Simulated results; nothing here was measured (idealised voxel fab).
The name of this process module is voxel gate over fins.
Cross-sectional view cut (width: 250 nm; square cell size: 5 nm).
How to read a cross-section here: the picture is a grid of square cells, written as bands going from the top down, and any band can span one or more rows of cells.
The entry gives the band's vertical extent as a top height and a bottom height in nm, then its horizontal make-up as materials from left to right, each with a width in nm. "air" stands for empty space; a single material marked "throughout" fills the band edge to edge.
A quick word on heights: they are counted from 0, and under that level the wafer as it came to us is one material throughout. The lowest band is different from the rest in having no bottom; it simply continues downward, written as in "z 0 and below".
When a width is written as two numbers, as in "30..40", the first number is the width in the top row of cells of the band and the second is the width in its bottom row, and the width changes by the same amount from each row to the next.
When a step is marked "all unchanged", none of the cells in the cross-section changed during that step.
So "Unvented internal voids" is basically the list of trapped voids: any empty space of 8 cells or more that can't reach the top through an opening. They're written width x height at distance, the distance being from the left edge, and it's all nm.
Whatever follows a step's settings on its line is a remark the simulator itself makes about that step.
The optional step-line setting "overlay nm" applies to steps with a mask and quantifies how far to the right of its planned location the mask lay, a negative value indicating leftward placement.
-- Here's what the planned process steps look like
1,RECEIVE (material Si)
2,CONFORMAL_DEP (material SiN; thk nm 5)
3,MASKED_ETCH (tone cover; mask id FINS; width nm 15; pitch nm 35; etch materials SiN; depth nm 5; overlay nm 0)
4,MASKED_ETCH (tone cover; mask id FINS; width nm 15; pitch nm 35; etch materials Si; depth nm 35; overlay nm 0)
5,OXIDIZE (depth nm 5)
6,FILL_DEP (material SiO2; thk nm 10)
7,CMP (height nm 5)
8,SELECTIVE_ETCH (etch materials SiO2; depth nm 15)
9,STRIP (etch materials SiN)
10,CONFORMAL_DEP (material HfO2; thk nm 5)
11,CONFORMAL_DEP (material TiN; thk nm 5)
12,CONFORMAL_DEP (material TiAl; thk nm 5)
13,CONFORMAL_DEP (material TiN; thk nm 5)
14,FILL_DEP (material W; thk nm 10)
15,CMP (height nm 25)
16,CONFORMAL_DEP (material SiN; thk nm 10)
-- Shown in cross-section is the wafer as received, that is, as it stands after step 1
* z 0 and below: Si throughout
* Unvented internal voids: none
-- Wafer cross-section at module end: first of two, run to plan
* z 35 to 25: SiN throughout
* z 25 to 20: W throughout
* z 20 to 15: W: 85, TiN: 80, W: 85
* z 15 to 10: W: 85, TiN: 5, TiAl: 70, TiN: 5, W: 85
* z 10 to 5: TiN: 90, TiAl: 5, TiN: 25, TiAl: 10, TiN: 25, TiAl: 5, TiN: 90
* z 5 to 0: TiAl: 95, TiN: 5, HfO2: 15, TiN: 5, TiAl: 10, TiN: 5, HfO2: 15, TiN: 5, TiAl: 95
* z 0 to -5: TiN: 100, HfO2: 5, Si: 5, HfO2: 5, TiN: 20, HfO2: 5, Si: 5, HfO2: 5, TiN: 100
* z -5 to -10: HfO2: 105, Si: 5, HfO2: 30, Si: 5, HfO2: 105
* z -10 to -40: SiO2: 105, Si: 5, SiO2: 30, Si: 5, SiO2: 105
* z -40 and below: Si throughout
* Unvented internal voids: none
-- Second wafer cross-section at end of module - shared start and plan with the first, one mistake in the run
* z 35 to 25: SiN throughout
* z 25 to 20: W throughout
* z 20 to 15: W: 85, TiN: 80, W: 85
* z 15 to 10: W: 85, TiN: 5, TiAl: 70, TiN: 5, W: 85
* z 10 to 5: TiN: 90, TiAl: 5, SiO2: 25, TiAl: 10, SiO2: 25, TiAl: 5, TiN: 90
* z 5 to 0: TiAl: 95, SiO2: 5, HfO2: 15, SiO2: 5, TiAl: 10, SiO2: 5, HfO2: 15, SiO2: 5, TiAl: 95
* z 0 to -5: SiO2: 100, HfO2: 5, Si: 5, HfO2: 5, SiO2: 20, HfO2: 5, Si: 5, HfO2: 5, SiO2: 100
* z -5 to -10: HfO2: 105, Si: 5, HfO2: 30, Si: 5, HfO2: 105
* z -10 to -40: SiO2: 105, Si: 5, SiO2: 30, Si: 5, SiO2: 105
* z -40 and below: Si throughout
* Unvented internal voids: none
Short version of what went wrong: step 11 ran differently from the plan; actual operation with settings: CONFORMAL_DEP (material SiO2; thk nm 5)
at the end the second wafer has, in cells: SiO2: 58 more; TiN: 58 fewer
